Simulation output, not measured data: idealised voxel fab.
The name of this process module is voxel self aligned contacts.
Section cut is 185 nm wide and gridded with 5 nm square cells.
Format of a cross-section: grid, square cells. Given as bands. Order: top down. Band: one or more rows of cells.
Band entry format. Leading values: height of top, height of bottom, nm. Remainder: materials in left-to-right order, each with its width in nm. Special words: "everywhere" on a single material, which then fills the band edge to edge; "air", empty space.
Basically, 0 is our baseline, since under it the wafer straight out of the box is all one material. The bottom band has no lower end and keeps on going down, so it looks like "0 and below".
A width such as "30 to 40" changes by the same amount from each row of cells to the next, from the band's top row to its bottom row.
No cell of the cross-section changed in a step that is given as "everything unchanged".
"Closed void register" means: voids of 8 cells or more that are shut off from the top with no open way through. Written width x height at distance, distance from the left edge, in nm.
after a step's settings: what the simulator itself notes on the step
A step line may carry the setting "overlay nm", which, for steps involving a mask, states the distance by which the mask lay to the right of its intended position; negative values denote displacement to the left.

Steps planned for the process:
| 1 | RECEIVE: material Si |
| 2 | CONFORMAL_DEP: material SiO2, thk nm 5 |
| 3 | DIRECTIONAL_DEP: material polySi, thk nm 30 |
| 4 | DIRECTIONAL_DEP: material SiN, thk nm 20 |
| 5 | PATTERN: tone cover, mask id GATE, material resist, width nm 25, pitch nm 60, thk nm 20, overlay nm -15 |
| 6 | DIRECTIONAL_ETCH: etch materials SiN, depth nm 20 |
| 7 | DIRECTIONAL_ETCH: etch materials polySi, depth nm 30 |
| 8 | STRIP: etch materials resist |
| 9 | CONFORMAL_DEP: material SiN, thk nm 10 |
| 10 | DIRECTIONAL_ETCH: etch materials SiN, depth nm 10 |
| 11 | FILL_DEP: material SiO2, thk nm 20 |
| 12 | CMP: height nm 65 |
| 13 | PATTERN: tone open, mask id CONTACT, material resist, width nm 45, thk nm 15, overlay nm 0 |
| 14 | DIRECTIONAL_ETCH: etch materials SiO2, depth nm 65 |
| 15 | STRIP: etch materials resist |
| 16 | CONFORMAL_DEP: material TiN, thk nm 5 |
| 17 | FILL_DEP: material W, thk nm 5 |
| 18 | CMP: height nm 65 |
| 19 | CONFORMAL_DEP: material SiCN, thk nm 5 |
Across this set of wafers, the varied parameter is the overlay nm of step 5. Starting conditions are identical for every wafer, and the plan reports the value assigned to the first wafer.

Sectional view: first of several wafers, as received, after step 1:
> 0 and below | Si everywhere
> Closed void register: none

First of several wafers in cross-section at module end, following the final step, step 19:
> 70 down to 65 | SiCN everywhere
> 65 down to 55 | SiO2 70 nm | TiN 5 nm | W 35 to 5 nm | TiN 5 to 35 nm | SiO2 70 nm
> 55 down to 35 | SiO2 25 nm | SiN 45 nm | TiN 5 nm | W 5 nm | TiN 5 nm | SiN 45 nm | SiO2 55 nm
> 35 down to 5 | SiO2 25 nm | SiN 10 nm | polySi 25 nm | SiN 10 nm | TiN 5 nm | W 5 nm | TiN 5 nm | SiN 10 nm | polySi 25 nm | SiN 10 nm | SiO2 55 nm
> 5 down to 0 | SiO2 70 nm | TiN 15 nm | SiO2 100 nm
> 0 and below | Si everywhere
> Closed void register: none

So this is the cross-section on the last wafer at the end of the module:
> 70 down to 65 | SiCN everywhere
> 65 down to 55 | SiO2 70 nm | TiN 5 to 35 nm | W 35 to 5 nm | TiN 5 nm | SiO2 70 nm
> 55 down to 35 | SiO2 55 nm | SiN 45 nm | TiN 5 nm | W 5 nm | TiN 5 nm | SiN 45 nm | SiO2 25 nm
> 35 down to 5 | SiO2 55 nm | SiN 10 nm | polySi 25 nm | SiN 10 nm | TiN 5 nm | W 5 nm | TiN 5 nm | SiN 10 nm | polySi 25 nm | SiN 10 nm | SiO2 25 nm
> 5 down to 0 | SiO2 100 nm | TiN 15 nm | SiO2 70 nm
> 0 and below | Si everywhere
> Closed void register: none

Table: wafers, a row each; end-of-module cell change per material since receipt, gain (+), loss (-); then closed voids:
overlay nm -15, +37 SiCN, +120 SiN, +250 SiO2, +33 TiN, +18 W, +60 polySi, Closed void register: none
overlay nm -10, +37 SiCN, +120 SiN, +250 SiO2, +33 TiN, +18 W, +60 polySi, Closed void register: none
overlay nm -5, +37 SiCN, +120 SiN, +250 SiO2, +33 TiN, +18 W, +60 polySi, Closed void register: none
overlay nm 0, +37 SiCN, +120 SiN, +250 SiO2, +33 TiN, +18 W, +60 polySi, Closed void register: none
overlay nm 5, +37 SiCN, +120 SiN, +250 SiO2, +33 TiN, +18 W, +60 polySi, Closed void register: none
overlay nm 10, +37 SiCN, +120 SiN, +250 SiO2, +33 TiN, +18 W, +60 polySi, Closed void register: none
overlay nm 15, +37 SiCN, +120 SiN, +250 SiO2, +33 TiN, +18 W, +60 polySi, Closed void register: none
